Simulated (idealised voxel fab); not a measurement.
Process module under the name voxel double patterning
The cross-section shown here is cut; it is 235 nm wide and divided into square cells measuring 5 nm on a side.
Think of the cross-section as a grid of square cells. We describe it in bands, top to bottom, and each band covers one or more rows of those cells.
In this notation a band is specified by the heights of its top and bottom, in that order and in nm, after which its materials appear from left to right, each paired with its width in nm. The word "all across" attached to a single material means that material fills the band from edge to edge; the word "blank" stands for empty space.
Counting heights begins at 0, where everything beneath is, in the wafer as received, one material. The lowest band has no bottom; it goes on downwards, as "0 and below" shows.
Graded width ("30 to 40"): value in top row of band = first number; value in bottom row = second number; row-to-row change constant.
"no modification" after a step means that no cell of the cross-section changed.
Entry "Voids lacking openings" = empty spaces >= 8 cells with no open way to the top; each as width x height at distance, distance from left edge, all nm.
What comes after the settings on a step's line is commentary from the simulator itself on that step.
You can add "overlay nm" to a step's line. For a step with a mask, it describes how far the mask lay to the right of its planned position, and a negative number describes a lay to the left.

[Process steps foreseen in the plan]
step 1: RECEIVE (material Si)
step 2: CONFORMAL_DEP (material SiO2; thk nm 10)
step 3: DIRECTIONAL_DEP (material W; thk nm 15)
step 4: DIRECTIONAL_DEP (material SiN; thk nm 10)
step 5: DIRECTIONAL_DEP (material aC; thk nm 15)
step 6: PATTERN (tone open; mask id FIRST; material resist; width nm 15; pitch nm 50; thk nm 35; overlay nm 0)
step 7: DIRECTIONAL_ETCH (etch materials aC; depth nm 15)
step 8: STRIP (etch materials resist)
step 9: DIRECTIONAL_ETCH (etch materials SiN; depth nm 10)
step 10: STRIP (etch materials aC)
step 11: PATTERN (tone open; mask id SECOND; material resist; width nm 15; pitch nm 50; thk nm 15; overlay nm 0)
step 12: DIRECTIONAL_ETCH (etch materials SiN; depth nm 10)
step 13: STRIP (etch materials resist)
step 14: DIRECTIONAL_ETCH (etch materials W; depth nm 15)
step 15: STRIP (etch materials SiN)

[Delivered wafer in cross-section: state after step 1]
- 0 and below = Si all across
- Voids lacking openings: none

[Looking at the first of two wafers in cross-section at end of module - ran to plan]
- 25 down to 10 = 60 of W; 15 of blank; 10 of W; 15 of blank; 10 of W; 15 of blank; 10 of W; 15 of blank; 10 of W; 15 of blank; 60 of W
- 10 down to 0 = SiO2 all across
- 0 and below = Si all across
- Voids lacking openings: none

[Second wafer through the module, sectioned at the end: same beginning and same plan as the first wafer, with one mistake in carrying it out]
- 35 down to 25 = SiO2 all across
- 25 down to 10 = W all across
- 10 down to 0 = SiO2 all across
- 0 and below = Si all across
- Voids lacking openings: none
The plan and the run diverged here: step 4 went in with a setting other than planned; the actual run was DIRECTIONAL_DEP (material SiO2; thk nm 10)
Cell-count delta at end, second wafer over first, by material: SiO2 +94 | W +45
